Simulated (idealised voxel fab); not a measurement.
Proc. module: voxel ribs on slabs
Pictured: cross-section cut, 155 nm wide, on a grid of 5 nm square cells.
Bands, listed from the top down, are how a cross-section gets written in this document; the cross-section itself is a grid of square cells, and a band is one or more rows of them. For a band, the entry starts with two heights in nm, that of the top and then that of the bottom, and carries on with the band's materials in order from left to right, each alongside its width in nm; the word "full width" beside a single material means it fills the band edge to edge, and "blank" means empty space. Height datum 0, below which the as-received substrate wafer is one material. Lowest band open at the bottom, running downward: "0 -> down". The two numbers in a width such as "30 to 40" mark its ends across the band: the first belongs to the top row of cells, the second to the bottom row, and from each row to the next the width moves by the same amount. The cross-section has no changed cell in any step marked "all unchanged". You'll see "Closed void register" listing empty spaces that have no way open to the top, as long as they're 8 cells or more; the notation is width x height at distance, where the distance is from the left edge, and all of it is in nm. Step line, after settings: the simulator's comment on this step. "overlay nm" answers the question of how far to the right of plan the mask lay on a step that has a mask, and when it is negative the answer is to the left.

plan:
1) RECEIVE [material Si]
2) DIRECTIONAL_DEP [material SiO2] [thk nm 30]
3) DIRECTIONAL_DEP [material SiN] [thk nm 20]
4) MASKED_ETCH [tone cover] [mask id RIB] [width nm 20] [etch materials SiN] [depth nm 15] [overlay nm 0]
5) MASKED_ETCH [tone cover] [mask id SLAB] [width nm 50] [etch materials SiN] [depth nm 5] [overlay nm 0]
6) FILL_DEP [material SiO2] [thk nm 25]
7) CMP [height nm 65]
8) DIRECTIONAL_DEP [material TiN] [thk nm 10]
9) PATTERN [tone cover] [mask id HEATER] [material resist] [width nm 30] [thk nm 20] [overlay nm 0]
10) DIRECTIONAL_ETCH [etch materials TiN] [depth nm 10]
11) STRIP [etch materials resist]
12) CONFORMAL_DEP [material SiO2] [thk nm 10]

Here's what the wafer looked like in cross-section when it arrived - that's after step 1:
0 -> down: Si full width
Closed void register: none

Post-module cross-section of the first of two wafers (run per plan):
85 -> 75: 50 blank, then 50 SiO2, then 55 blank
75 -> 65: 60 SiO2, then 30 TiN, then 65 SiO2
65 -> 50: SiO2 full width
50 -> 35: 65 SiO2, then 20 SiN, then 70 SiO2
35 -> 30: 50 SiO2, then 50 SiN, then 55 SiO2
30 -> 0: SiO2 full width
0 -> down: Si full width
Closed void register: none

Wafer two, sectioned after the module: the first wafer's start, the first wafer's plan, and one mistake in how it was run:
85 -> 75: 50 blank, then 50 SiO2, then 55 blank
75 -> 65: 60 SiO2, then 30 TiN, then 65 SiO2
65 -> 20: SiO2 full width
20 -> 0: SiN full width
0 -> down: Si full width
Closed void register: none
In executing the process, a mistake was made relative to the plan: steps 2 and 3 swapped
The final cell counts differ between the wafers, with the second having more or fewer of some materials than the first: 102 more of SiN; 102 fewer of SiO2
